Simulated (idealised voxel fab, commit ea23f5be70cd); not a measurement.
process module | voxel quadruple lines
cross-section cut | 200 nm wide | cells 5 nm
A cross-section is a grid of square cells, given in bands from the top down. A band is one or more rows of cells.
Each band's line starts with the height of the band's top and of its bottom, in nm. Then come its materials from left to right, each with its width in nm. One material with "throughout" fills the band from edge to edge. "air" is empty space.
Height 0 is the level under which the wafer as received is all one material. The lowest band goes on downwards, as in "0 down".
A width such as "30 to 40" changes by the same amount from each row of cells to the next, from the band's top row to its bottom row.
"no change" after a step means that no cell of the cross-section changed.
closed voids: empty space of 8 cells or more with no open way to the top, each as width x height at its distance from the left edge, in nm
after a step's settings: what the simulator itself notes on the step
overlay nm, on a step with a mask: how far to the right of its planned place the mask lay; to the left if negative
plan
1 op RECEIVE | material Si
2 op CONFORMAL_DEP | material Al2O3 | thk nm 5
3 op DIRECTIONAL_DEP | material Ru | thk nm 10
4 op DIRECTIONAL_DEP | material polySi | thk nm 20
5 op DIRECTIONAL_DEP | material aC | thk nm 20
6 op PATTERN | tone cover | mask id MANDREL | material resist | width nm 20 | pitch nm 60 | thk nm 30 | overlay nm 0
7 op DIRECTIONAL_ETCH | etch materials aC | depth nm 20
8 op STRIP | etch materials resist
9 op CONFORMAL_DEP | material SiO2 | thk nm 5
10 op DIRECTIONAL_ETCH | etch materials SiO2 | depth nm 10
11 op STRIP | etch materials aC
12 op DIRECTIONAL_ETCH | etch materials polySi | depth nm 20
13 op STRIP | etch materials SiO2
14 op CONFORMAL_DEP | material SiN | thk nm 5
15 op DIRECTIONAL_ETCH | etch materials SiN | depth nm 5
16 op STRIP | etch materials polySi
17 op DIRECTIONAL_ETCH | etch materials Ru | depth nm 10
18 op STRIP | etch materials SiN
19 op FILL_DEP | material SiO2 | thk nm 10
20 op CMP | height nm 15
varied across the wafers: thk nm of step 9. The plan shows the first wafer's value. All wafers start alike
first wafer as received, after step 1
  0 down: Si throughout
  closed voids: none
each wafer at the end: cells of each material gained (+) or lost (-) since it was received, then its closed voids
thk nm 5 | +40 Al2O3 | +16 Ru | +64 SiO2 | closed voids: none
thk nm 10 | +40 Al2O3 | +16 Ru | +64 SiO2 | closed voids: none
thk nm 15 | +40 Al2O3 | +80 SiO2 | closed voids: none
thk nm 20 | +40 Al2O3 | +80 SiO2 | closed voids: none
thk nm 25 | +40 Al2O3 | +80 SiO2 | closed voids: none
